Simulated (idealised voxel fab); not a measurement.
voxel spacer lines: a process module
For reference, the cross-section in this document is cut, with width 225 nm and square cells of 5 nm.
This document writes a cross-section as a grid whose cells are square, and gives it as bands, listed from the top down; one or more rows of cells form a band. The entry gives the band's vertical extent as a top height and a bottom height in nm, then its horizontal make-up as materials from left to right, each with a width in nm. "empty" stands for empty space; a single material marked "edge to edge" fills the band edge to edge. The reference from which all heights are counted is 0, the level beneath which the as-received wafer is entirely one material; the lowest band, having no lower bound, proceeds downward and is written after the example "0 -> down". It should be noted that a width expressed as "30->40" varies in equal increments from row to row of cells within the band, taking the value of the first number at the top row and that of the second number at the bottom row. Basically "no alterations made" means that step didn't change any cell in the cross-section. Empty spaces counting at least 8 cells and having no open way to the top are listed in "Closed void listing". The notation width x height at distance is used for each, the distance being from the left edge and all three values in nm. It should be noted that, on the line of a given step, the content following the step's settings is a remark produced by the simulator itself with respect to that step. overlay nm, on a step with a mask: how far to the right of its planned place the mask lay; to the left if negative.
Listed below are the process steps as planned
1) op RECEIVE | material Si
2) op CONFORMAL_DEP | material Al2O3 | thk nm 10
3) op DIRECTIONAL_DEP | material TiN | thk nm 10
4) op DIRECTIONAL_DEP | material polySi | thk nm 30
5) op PATTERN | tone cover | mask id MANDREL | material resist | width nm 25 | pitch nm 70 | thk nm 40 | overlay nm 0
6) op DIRECTIONAL_ETCH | etch materials polySi | depth nm 30
7) op STRIP | etch materials resist
8) op CONFORMAL_DEP | material SiO2 | thk nm 10
9) op DIRECTIONAL_ETCH | etch materials SiO2 | depth nm 10
10) op STRIP | etch materials polySi
11) op DIRECTIONAL_ETCH | etch materials TiN | depth nm 10
12) op STRIP | etch materials SiO2
Here's what the wafer looked like in cross-section when it arrived - that's after step 1
- 0 -> down | Si edge to edge
- Closed void listing: none
End-of-module cross-section of the first of two wafers, processed as planned
- 20 -> 10 | 20 empty / 10 TiN / 25 empty / 10 TiN / 25 empty / 10 TiN / 25 empty / 10 TiN / 25 empty / 10 TiN / 25 empty / 10 TiN / 20 empty
- 10 -> 0 | Al2O3 edge to edge
- 0 -> down | Si edge to edge
- Closed void listing: none
Wafer two (of two), end-of-module cross-section: start = wafer one, plan = wafer one, one run mistake
- 20 -> 10 | 25 empty / 10 TiN / 25 empty / 10 TiN / 25 empty / 10 TiN / 25 empty / 10 TiN / 25 empty / 10 TiN / 25 empty / 10 TiN / 15 empty
- 10 -> 0 | Al2O3 edge to edge
- 0 -> down | Si edge to edge
- Closed void listing: none
Want to know what went wrong? step 5 off recipe, ran as op PATTERN | tone cover | mask id MANDREL | material resist | width nm 25 | pitch nm 70 | thk nm 40 | overlay nm 5
When the process is done, the second wafer contains the same cell count of every material as the first wafer, but distributed over other locations.
